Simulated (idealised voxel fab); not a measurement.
Documented hereafter: the process module known as voxel fin reveal.
cross-section cut | 295 nm wide | cells 5 nm
Cross-sections here: square-cell grids, written as top-down lists of bands, a band being one or more rows of cells. First you get the band's top height and its bottom height, in nm, and then the materials it's made of, left to right, with each width in nm. If you see a single material with "all across", that one covers the band edge to edge. "empty" is empty space. Heads up on the height convention: 0 is the point under which the incoming wafer is all one material, and the lowest band has no bottom, it just keeps going down, like "0 down". When a width is written as two numbers, as in "30 to 40", the first number is the width in the top row of cells of the band and the second is the width in its bottom row, and the width changes by the same amount from each row to the next. Given "remained unchanged" for a step, no cell of the cross-section differs between before and after that step. "Enclosed void list": sealed empty spaces, 8 cells or more, no open way to top, listed width x height at distance, with distance from the left edge and width, height and distance in nm. Heads up: the bit after the settings on a step's line is the simulator's remark on that step. Among the settings permitted on a step's line is "overlay nm"; applied to a step with a mask, it specifies the extent to which the mask lay to the right of its planned position, whereas a negative figure signifies a position to the left.
The following list gives the planned process steps:
1 RECEIVE | material Si
2 CONFORMAL_DEP | material SiN | thk nm 10
3 PATTERN | tone cover | mask id FINS | material resist | width nm 15 | pitch nm 40 | thk nm 20 | overlay nm 0
4 DIRECTIONAL_ETCH | etch materials SiN | depth nm 10
5 DIRECTIONAL_ETCH | etch materials Si | depth nm 30
6 STRIP | etch materials resist
7 FILL_DEP | material SiO2 | thk nm 5
8 CMP | height nm 10
9 SELECTIVE_ETCH | etch materials SiO2 | depth nm 25
10 STRIP | etch materials SiN
11 CONFORMAL_DEP | material SiO2 | thk nm 5
Wafer at receipt (post step 1), cross-section:
- 0 down | Si all across
- Enclosed void list: none
First of two wafers: cross-section at end of module, run per plan:
- 5 to 0 | empty (95)  SiO2 (25)  empty (15)  SiO2 (25)  empty (15)  SiO2 (25)  empty (95)
- 0 to -10 | empty (95)  SiO2 (5)  Si (15)  SiO2 (5)  empty (15)  SiO2 (5)  Si (15)  SiO2 (5)  empty (15)  SiO2 (5)  Si (15)  SiO2 (5)  empty (95)
- -10 to -30 | SiO2 (100)  Si (15)  SiO2 (25)  Si (15)  SiO2 (25)  Si (15)  SiO2 (100)
- -30 down | Si all across
- Enclosed void list: none
The second wafer, shown in cross-section after the module: started the same way as the first and given the same plan, yet one mistake crept into how it was run:
- 5 to 0 | empty (95)  SiO2 (25)  empty (15)  SiO2 (25)  empty (15)  SiO2 (25)  empty (95)
- 0 to -10 | empty (95)  SiO2 (5)  Si (15)  SiO2 (5)  empty (15)  SiO2 (5)  Si (15)  SiO2 (5)  empty (15)  SiO2 (5)  Si (15)  SiO2 (5)  empty (95)
- -10 to -60 | SiO2 (100)  Si (15)  SiO2 (25)  Si (15)  SiO2 (25)  Si (15)  SiO2 (100)
- -60 down | Si all across
- Enclosed void list: none
Deviation from plan: step 5 of the plan saw execution twice
Per the end-of-run cell counts, the second wafer holds more or fewer of some materials than the first: Si: 300 fewer; SiO2: 300 more
